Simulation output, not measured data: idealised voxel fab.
Module name: voxel ribs on slabs (process module)
Square cell edge 5 nm, section width 145 nm, ID cut.
Heads up, the way a cross-section reads in here is a grid of square cells, handed over as bands from the top down, with every band being one or more rows of cells. Band entry format. Leading values: height of top, height of bottom, nm. Remainder: materials in left-to-right order, each with its width in nm. Special words: "full width" on a single material, which then fills the band edge to edge; "empty", empty space. Heights are reckoned from 0. Under this level, the received wafer is all of one material. The bottommost band is open-ended downward, for example "0 -> down". A two-number width, for instance "30 to 40", indicates that the width is equal to the first number in the top row of the band and to the second number in the bottom row, and that it changes by a constant amount per row of cells. The designation "changes: none", where it is given for a processing step, indicates that no cell of the cross-section was altered in the course of that step. Closed empty spaces (no open way to the top) of 8 cells or more are what "Entrapped voids" lists, each as width x height at distance from the left edge, nm for all three. What comes after the settings on a step's line is commentary from the simulator itself on that step. On any step carrying a mask, the "overlay nm" setting, if present on the step's line, tells how far right of its planned place the mask lay; negative values point to the left.

-- These are the steps we planned for the process
- 1: RECEIVE: material Si
- 2: DIRECTIONAL_DEP: material SiO2, thk nm 25
- 3: DIRECTIONAL_DEP: material polySi, thk nm 25
- 4: MASKED_ETCH: tone cover, mask id RIB, width nm 20, etch materials polySi, depth nm 10, overlay nm 0
- 5: MASKED_ETCH: tone cover, mask id SLAB, width nm 70, etch materials polySi, depth nm 15, overlay nm 0
- 6: FILL_DEP: material SiO2, thk nm 20
- 7: CMP: height nm 65
- 8: DIRECTIONAL_DEP: material W, thk nm 10
- 9: DIRECTIONAL_DEP: material aC, thk nm 15
- 10: PATTERN: tone cover, mask id HEATER, material resist, width nm 30, thk nm 30, overlay nm 0
- 11: DIRECTIONAL_ETCH: etch materials aC, depth nm 15
- 12: STRIP: etch materials resist
- 13: DIRECTIONAL_ETCH: etch materials W, depth nm 10
- 14: STRIP: etch materials aC
- 15: CONFORMAL_DEP: material SiN, thk nm 10

-- as received, after step 1
    0 -> down  Si full width
    Entrapped voids: none

-- End-of-module cross-section. Starting structure and process plan as above; one mistake made in running it
    85 -> 75  empty 45  SiN 50  empty 50
    75 -> 65  SiN 55  W 30  SiN 60
    65 -> 50  SiO2 35  polySi 70  SiO2 40
    50 -> 0  SiO2 full width
    0 -> down  Si full width
    Entrapped voids: none
Plan not followed: step 2 of the plan was executed twice over
